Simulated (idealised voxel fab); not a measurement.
Presented below is a process module, voxel plated lines.
The width of the displayed cross-section, cut, is 290 nm; its cells are square, with a size of 5 nm.
Cross-section = grid of square cells, listed top down in bands; band = one or more rows.
Read a band's entry like this: the first values are the height of its top and the height of its bottom in nm, and what follows is the sequence of materials from left to right, each with its width in nm. Note that "air" is empty space, and that a single material marked "everywhere" reaches across the band from edge to edge.
Zero point of the height axis is 0; under it, received wafer = one material. Lowest band: continues down indefinitely, "z 0 and below".
Read "30 to 40" as a graded width: first number on top, second number at the bottom, same change between each pair of neighbouring rows.
Step marked "left unchanged"? Then no cell in the cross-section changed in it.
You'll see "Closed void inventory" listing empty spaces that have no way open to the top, as long as they're 8 cells or more; the notation is width x height at distance, where the distance is from the left edge, and all of it is in nm.
Text after the settings on a step's line: the simulator's own remark on that step.
The setting "overlay nm" may be written on the line of a step. When the step uses a mask, the value reports how far to the right of the planned place the mask lay, and a negative value reports that it lay to the left.

The process steps that were planned are listed below
step 1: op RECEIVE | material Si
step 2: op CONFORMAL_DEP | material SiN | thk nm 5
step 3: op DIRECTIONAL_DEP | material TiN | thk nm 5
step 4: op PATTERN | tone open | mask id LINES | material resist | width nm 15 | pitch nm 40 | thk nm 30 | overlay nm 0
step 5: op EPI | material Ru | thk nm 10
step 6: op EPI | material Ru | thk nm 10
step 7: op STRIP | etch materials resist
step 8: op DIRECTIONAL_ETCH | etch materials TiN | depth nm 5
step 9: op CONFORMAL_DEP | material SiO2 | thk nm 5

First of two wafers, processed according to plan

Cross-section: wafer on arrival = after step 1
  z 0 and below  Si everywhere
  Closed void inventory: none

The following cross-section depicts the wafer upon completion of step 2
  z 5 to 0  SiN everywhere
  No changes below 0.

The following cross-section depicts the wafer upon completion of step 3
  z 10 to 5  TiN everywhere
  No changes below 5.

The following cross-section depicts the wafer upon completion of step 4
  z 40 to 10  resist (115), air (15), resist (25), air (15), resist (120)
  No changes below 10.

The following cross-section depicts the wafer upon completion of step 5
  z 40 to 20  resist (115), air (15), resist (25), air (15), resist (120)
  z 20 to 10  resist (115), Ru (15), resist (25), Ru (15), resist (120)
  No changes below 10.

The following cross-section depicts the wafer upon completion of step 6
  z 40 to 30  resist (115), air (15), resist (25), air (15), resist (120)
  z 30 to 10  resist (115), Ru (15), resist (25), Ru (15), resist (120)
  No changes below 10.

The following cross-section depicts the wafer upon completion of step 7
  z 30 to 10  air (115), Ru (15), air (25), Ru (15), air (120)
  No changes below 10.

The following cross-section depicts the wafer upon completion of step 8
  z 30 to 10  air (115), Ru (15), air (25), Ru (15), air (120)
  z 10 to 5  air (115), TiN (15), air (25), TiN (15), air (120)
  No changes below 5.

The following cross-section depicts the wafer upon completion of step 9
  z 35 to 30  air (110), SiO2 (25), air (15), SiO2 (25), air (115)
  z 30 to 10  air (110), SiO2 (5), Ru (15), SiO2 (5), air (15), SiO2 (5), Ru (15), SiO2 (5), air (115)
  z 10 to 5  SiO2 (115), TiN (15), SiO2 (25), TiN (15), SiO2 (120)
  No changes below 5.

What follows concerns the second wafer, which started out like the first and was meant to follow the very same plan; one mistake crept in when it was run, but everything up to and including step 4 is the same as for the first wafer

Cross-section of the second wafer when, according to plan, step 6 should have finished
  z 40 to 10  resist (115), Ru (15), resist (25), Ru (15), resist (120)
  No changes below 10.

Cross-section of the second wafer when, according to plan, step 7 should have finished
  z 40 to 10  air (115), Ru (15), air (25), Ru (15), air (120)
  No changes below 10.

Cross-section of the second wafer when, according to plan, step 8 should have finished
  z 40 to 10  air (115), Ru (15), air (25), Ru (15), air (120)
  z 10 to 5  air (115), TiN (15), air (25), TiN (15), air (120)
  No changes below 5.

Cross-section of the second wafer when, according to plan, step 9 should have finished
  z 45 to 40  air (110), SiO2 (25), air (15), SiO2 (25), air (115)
  z 40 to 10  air (110), SiO2 (5), Ru (15), SiO2 (5), air (15), SiO2 (5), Ru (15), SiO2 (5), air (115)
  z 10 to 5  SiO2 (115), TiN (15), SiO2 (25), TiN (15), SiO2 (120)
  No changes below 5.
Diagnosis: step run twice: one of 5 and 6 (identical), unknown which
The final cell counts differ between the wafers, with the second having more or fewer of some materials than the first: Ru: 12 more | SiO2: 8 more
